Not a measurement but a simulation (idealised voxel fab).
Documented hereafter: the process module known as voxel transistor to metal.
The figure presents cross-section cut, which has a width of 185 nm and is divided into square cells with an edge length of 5 nm.
In this document a cross-section is written as a grid of square cells. It is given as a series of bands, listed from the top down, and a band is one or more rows of cells. Read a band's entry like this: the first values are the height of its top and the height of its bottom in nm, and what follows is the sequence of materials from left to right, each with its width in nm. Note that "air" is empty space, and that a single material marked "everywhere" reaches across the band from edge to edge. Height datum 0, below which the as-received substrate wafer is one material. Lowest band open at the bottom, running downward: "0 -> down". Top row gets the first number, bottom row gets the second, and each row in between changes by the same step: that is how a band width like "30 to 40" works. It should be understood that the words "no modifications", when stated for a given step, signify that the cross-section underwent no change in any of its cells during that step. Fully closed voids: empty space of 8 cells or more with no open way to the top, each as width x height at its distance from the left edge, in nm. Post-settings text on a step line: simulator's own remark regarding the step. overlay nm: for a step with a mask, the amount by which the mask lay right of where it was planned; a negative amount means left of it. For the reader: what remains of this document is a series of pairs, each showing a cross-section before one process step and a cross-section after that step which reaches down only to the lowest band that changed, with the step between them and its settings set out under the pair. It should not be assumed that a pair continues from the pair above it; the pairs can come from different runs of this module on the same starting wafer, and such continuity exists only where the entry headed "Ahead of processing" says so.

Ahead of processing
> 60 -> 40  W everywhere
> 40 -> 35  TiN everywhere
> 35 -> 30  Ru 40 nm | TiN 5 nm | SiO2 30 nm | TiN 5 nm | Ru 25 nm | TiN 5 nm | SiO2 30 nm | TiN 5 nm | Ru 40 nm
> 30 -> 25  Ru 40 nm | TiN 5 nm | SiO2 30 nm | TiN 35 nm | SiO2 30 nm | TiN 5 nm | Ru 40 nm
> 25 -> 15  Ru 40 nm | TiN 5 nm | SiO2 30 nm | SiN 5 nm | SiCN 25 nm | SiN 5 nm | SiO2 30 nm | TiN 5 nm | Ru 40 nm
> 15 -> 5  Ru 40 nm | TiN 5 nm | SiO2 30 nm | SiN 5 nm | polySi 25 nm | SiN 5 nm | SiO2 30 nm | TiN 5 nm | Ru 40 nm
> 5 -> 0  Ru 30 nm | TiN 15 nm | SiO2 30 nm | SiN 5 nm | polySi 25 nm | SiN 5 nm | SiO2 30 nm | TiN 15 nm | Ru 30 nm
> 0 -> -5  Ru 30 nm | TiN 5 nm | SiN 5 nm | TiN 5 nm | SiO2 20 nm | pSi 10 nm | SiN 5 nm | polySi 25 nm | SiN 5 nm | pSi 10 nm | SiO2 20 nm | TiN 5 nm | SiN 5 nm | TiN 5 nm | Ru 30 nm
> -5 -> -10  TiN 35 nm | SiO2 5 nm | TiN 5 nm | SiO2 20 nm | pSi 10 nm | SiO2 35 nm | pSi 10 nm | SiO2 20 nm | TiN 5 nm | SiO2 5 nm | TiN 35 nm
> -10 -> -20  SiO2 40 nm | pSi 35 nm | Si 35 nm | pSi 35 nm | SiO2 40 nm
> -20 -> -40  SiO2 40 nm | Si 105 nm | SiO2 40 nm
> -40 -> down  Si everywhere
> Fully closed voids: none

Resulting Cross-Section
> 75 -> 60  aC everywhere
> Everything below 60 is unchanged.
> Fully closed voids: none
Step sandwiched between the two cross-sections above: DIRECTIONAL_DEP, material aC, thk nm 15

Ahead of processing: the state before this step is the cross-section shown after the step in the pair just above.

Resulting Cross-Section
> 110 -> 75  air 45 nm | resist 15 nm | air 65 nm | resist 15 nm | air 45 nm
> Everything below 75 is unchanged.
> Fully closed voids: none
Step sandwiched between the two cross-sections above: PATTERN, tone cover, mask id METAL_1, material resist, width nm 15, pitch nm 80, thk nm 35, overlay nm 0

Ahead of processing: the state before this step is the cross-section shown after the step in the pair just above.

Resulting Cross-Section
> 95 -> 75  air 45 nm | resist 15 nm | air 65 nm | resist 15 nm | air 45 nm
> 75 -> 60  air 45 nm | aC 15 nm | air 65 nm | aC 15 nm | air 45 nm
> Everything below 60 is unchanged.
> Fully closed voids: none
Step sandwiched between the two cross-sections above: DIRECTIONAL_ETCH, etch materials aC, depth nm 15

Ahead of processing: the state before this step is the cross-section shown after the step in the pair just above.

Resulting Cross-Section
> 75 -> 60  air 45 nm | aC 15 nm | air 65 nm | aC 15 nm | air 45 nm
> Everything below 60 is unchanged.
> Fully closed voids: none
Step sandwiched between the two cross-sections above: STRIP, etch materials resist

Ahead of processing: the state before this step is the cross-section shown after the step in the pair just above.

Resulting Cross-Section
> 75 -> 60  air 45 nm | aC 15 nm | air 65 nm | aC 15 nm | air 45 nm
> 60 -> 40  air 45 nm | W 15 nm | air 65 nm | W 15 nm | air 45 nm
> Everything below 40 is unchanged.
> Fully closed voids: none
Step sandwiched between the two cross-sections above: DIRECTIONAL_ETCH, etch materials W, depth nm 20

Ahead of processing: the state before this step is the cross-section shown after the step in the pair just above.

Resulting Cross-Section
> 75 -> 60  air 45 nm | aC 15 nm | air 65 nm | aC 15 nm | air 45 nm
> 60 -> 40  air 45 nm | W 15 nm | air 65 nm | W 15 nm | air 45 nm
> 40 -> 35  air 45 nm | TiN 15 nm | air 65 nm | TiN 15 nm | air 45 nm
> Everything below 35 is unchanged.
> Fully closed voids: none
Step sandwiched between the two cross-sections above: DIRECTIONAL_ETCH, etch materials TiN, depth nm 5

Ahead of processing: the state before this step is the cross-section shown after the step in the pair just above.

Resulting Cross-Section
> 60 -> 40  air 45 nm | W 15 nm | air 65 nm | W 15 nm | air 45 nm
> Everything below 40 is unchanged.
> Fully closed voids: none
Step sandwiched between the two cross-sections above: STRIP, etch materials aC

Ahead of processing: the state before this step is the cross-section shown after the step in the pair just above.

Resulting Cross-Section
> 70 -> 60  SiO2 everywhere
> 60 -> 40  SiO2 45 nm | W 15 nm | SiO2 65 nm | W 15 nm | SiO2 45 nm
> 40 -> 35  SiO2 45 nm | TiN 15 nm | SiO2 65 nm | TiN 15 nm | SiO2 45 nm
> Everything below 35 is unchanged.
> Fully closed voids: none
Step sandwiched between the two cross-sections above: FILL_DEP, material SiO2, thk nm 10

Ahead of processing: the state before this step is the cross-section shown after the step in the pair just above.

Resulting Cross-Section
> 60 -> 40  SiO2 45 nm | W 15 nm | SiO2 65 nm | W 15 nm | SiO2 45 nm
> Everything below 40 is unchanged.
> Fully closed voids: none
Step sandwiched between the two cross-sections above: CMP, height nm 60

Ahead of processing: the state before this step is the cross-section shown after the step in the pair just above.

Resulting Cross-Section
> 65 -> 60  SiCN everywhere
> Everything below 60 is unchanged.
> Fully closed voids: none
Step sandwiched between the two cross-sections above: CONFORMAL_DEP, material SiCN, thk nm 5

Ahead of processing: the state before this step is the cross-section shown after the step in the pair just above.

Resulting Cross-Section
> 95 -> 65  lowk everywhere
> Everything below 65 is unchanged.
> Fully closed voids: none
Step sandwiched between the two cross-sections above: DIRECTIONAL_DEP, material lowk, thk nm 30

Ahead of processing: the state before this step is the cross-section shown after the step in the pair just above.

Resulting Cross-Section
> 105 -> 95  aC everywhere
> Everything below 95 is unchanged.
> Fully closed voids: none
Step sandwiched between the two cross-sections above: DIRECTIONAL_DEP, material aC, thk nm 10

Ahead of processing: the state before this step is the cross-section shown after the step in the pair just above.

Resulting Cross-Section
> 130 -> 105  resist 45 nm | air 15 nm | resist 65 nm | air 15 nm | resist 45 nm
> Everything below 105 is unchanged.
> Fully closed voids: none
Step sandwiched between the two cross-sections above: PATTERN, tone open, mask id METAL_2, material resist, width nm 15, pitch nm 80, thk nm 25, overlay nm 0

Ahead of processing: the state before this step is the cross-section shown after the step in the pair just above.

Resulting Cross-Section
> 120 -> 105  resist 45 nm | air 15 nm | resist 65 nm | air 15 nm | resist 45 nm
> 105 -> 95  aC 45 nm | air 15 nm | aC 65 nm | air 15 nm | aC 45 nm
> Everything below 95 is unchanged.
> Fully closed voids: none
Step sandwiched between the two cross-sections above: DIRECTIONAL_ETCH, etch materials aC, depth nm 10

Ahead of processing: the state before this step is the cross-section shown after the step in the pair just above.

Resulting Cross-Section
> 105 -> 95  aC 45 nm | air 15 nm | aC 65 nm | air 15 nm | aC 45 nm
> Everything below 95 is unchanged.
> Fully closed voids: none
Step sandwiched between the two cross-sections above: STRIP, etch materials resist

Ahead of processing: the state before this step is the cross-section shown after the step in the pair just above.

Resulting Cross-Section
> 105 -> 95  aC 45 nm | air 15 nm | aC 65 nm | air 15 nm | aC 45 nm
> 95 -> 80  lowk 45 nm | air 15 nm | lowk 65 nm | air 15 nm | lowk 45 nm
> Everything below 80 is unchanged.
> Fully closed voids: none
Step sandwiched between the two cross-sections above: DIRECTIONAL_ETCH, etch materials lowk, depth nm 15

Ahead of processing: the state before this step is the cross-section shown after the step in the pair just above.

Resulting Cross-Section
> 95 -> 80  lowk 45 nm | air 15 nm | lowk 65 nm | air 15 nm | lowk 45 nm
> Everything below 80 is unchanged.
> Fully closed voids: none
Step sandwiched between the two cross-sections above: STRIP, etch materials aC

Ahead of processing: the state before this step is the cross-section shown after the step in the pair just above.

Resulting Cross-Section
> 105 -> 95  aC 45 nm | air 15 nm | aC 65 nm | air 15 nm | aC 45 nm
> 95 -> 90  lowk 45 nm | air 15 nm | lowk 65 nm | air 15 nm | lowk 45 nm
> 90 -> 80  lowk 45 nm | aC 15 nm | lowk 65 nm | aC 15 nm | lowk 45 nm
> Everything below 80 is unchanged.
> Fully closed voids: none
Step sandwiched between the two cross-sections above: DIRECTIONAL_DEP, material aC, thk nm 10

Ahead of processing: the state before this step is the cross-section shown after the step in the pair just above.

Resulting Cross-Section
> 130 -> 105  resist 45 nm | air 15 nm | resist 65 nm | air 15 nm | resist 45 nm
> Everything below 105 is unchanged.
> Fully closed voids: none
Step sandwiched between the two cross-sections above: PATTERN, tone open, mask id METAL_2_HOLES, material resist, width nm 15, pitch nm 80, thk nm 25, overlay nm 0

Ahead of processing: the state before this step is the cross-section shown after the step in the pair just above.

Resulting Cross-Section
> 120 -> 105  resist 45 nm | air 15 nm | resist 65 nm | air 15 nm | resist 45 nm
> 105 -> 95  aC 45 nm | air 15 nm | aC 65 nm | air 15 nm | aC 45 nm
> 95 -> 80  lowk 45 nm | air 15 nm | lowk 65 nm | air 15 nm | lowk 45 nm
> Everything below 80 is unchanged.
> Fully closed voids: none
Step sandwiched between the two cross-sections above: DIRECTIONAL_ETCH, etch materials aC, depth nm 10

Ahead of processing: the state before this step is the cross-section shown after the step in the pair just above.

Resulting Cross-Section
> 105 -> 95  aC 45 nm | air 15 nm | aC 65 nm | air 15 nm | aC 45 nm
> Everything below 95 is unchanged.
> Fully closed voids: none
Step sandwiched between the two cross-sections above: STRIP, etch materials resist

Ahead of processing: the state before this step is the cross-section shown after the step in the pair just above.

Resulting Cross-Section
> 105 -> 95  aC 45 nm | air 15 nm | aC 65 nm | air 15 nm | aC 45 nm
> 95 -> 65  lowk 45 nm | air 15 nm | lowk 65 nm | air 15 nm | lowk 45 nm
> Everything below 65 is unchanged.
> Fully closed voids: none
Step sandwiched between the two cross-sections above: DIRECTIONAL_ETCH, etch materials lowk, depth nm 15

Ahead of processing: the state before this step is the cross-section shown after the step in the pair just above.

Resulting Cross-Section
> 105 -> 95  aC 45 nm | air 15 nm | aC 65 nm | air 15 nm | aC 45 nm
> 95 -> 65  lowk 45 nm | air 15 nm | lowk 65 nm | air 15 nm | lowk 45 nm
> 65 -> 60  SiCN 45 nm | air 15 nm | SiCN 65 nm | air 15 nm | SiCN 45 nm
> Everything below 60 is unchanged.
> Fully closed voids: none
Step sandwiched between the two cross-sections above: DIRECTIONAL_ETCH, etch materials SiCN, depth nm 5

Ahead of processing: the state before this step is the cross-section shown after the step in the pair just above.

Resulting Cross-Section
> 95 -> 65  lowk 45 nm | air 15 nm | lowk 65 nm | air 15 nm | lowk 45 nm
> Everything below 65 is unchanged.
> Fully closed voids: none
Step sandwiched between the two cross-sections above: STRIP, etch materials aC

Ahead of processing: the state before this step is the cross-section shown after the step in the pair just above.

Resulting Cross-Section
> 100 -> 95  TiN 50 nm | air 5 nm | TiN 75 nm | air 5 nm | TiN 50 nm
> 95 -> 65  lowk 45 nm | TiN 5 nm | air 5 nm | TiN 5 nm | lowk 65 nm | TiN 5 nm | air 5 nm | TiN 5 nm | lowk 45 nm
> 65 -> 60  SiCN 45 nm | TiN 15 nm | SiCN 65 nm | TiN 15 nm | SiCN 45 nm
> Everything below 60 is unchanged.
> Fully closed voids: none
Step sandwiched between the two cross-sections above: CONFORMAL_DEP, material TiN, thk nm 5

Ahead of processing: the state before this step is the cross-section shown after the step in the pair just above.

Resulting Cross-Section
> 110 -> 100  Cu everywhere
> 100 -> 95  TiN 50 nm | Cu 5 nm | TiN 75 nm | Cu 5 nm | TiN 50 nm
> 95 -> 65  lowk 45 nm | TiN 5 nm | Cu 5 nm | TiN 5 nm | lowk 65 nm | TiN 5 nm | Cu 5 nm | TiN 5 nm | lowk 45 nm
> Everything below 65 is unchanged.
> Fully closed voids: none
Step sandwiched between the two cross-sections above: FILL_DEP, material Cu, thk nm 10

Ahead of processing: the state before this step is the cross-section shown after the step in the pair just above.

Resulting Cross-Section
> 95 -> 65  lowk 45 nm | TiN 5 nm | Cu 5 nm | TiN 5 nm | lowk 65 nm | TiN 5 nm | Cu 5 nm | TiN 5 nm | lowk 45 nm
> Everything below 65 is unchanged.
> Fully closed voids: none
Step sandwiched between the two cross-sections above: CMP, height nm 95

Ahead of processing: the state before this step is the cross-section shown after the step in the pair just above.

Resulting Cross-Section
> 100 -> 95  SiCN everywhere
> Everything below 95 is unchanged.
> Fully closed voids: none
Step sandwiched between the two cross-sections above: CONFORMAL_DEP, material SiCN, thk nm 5
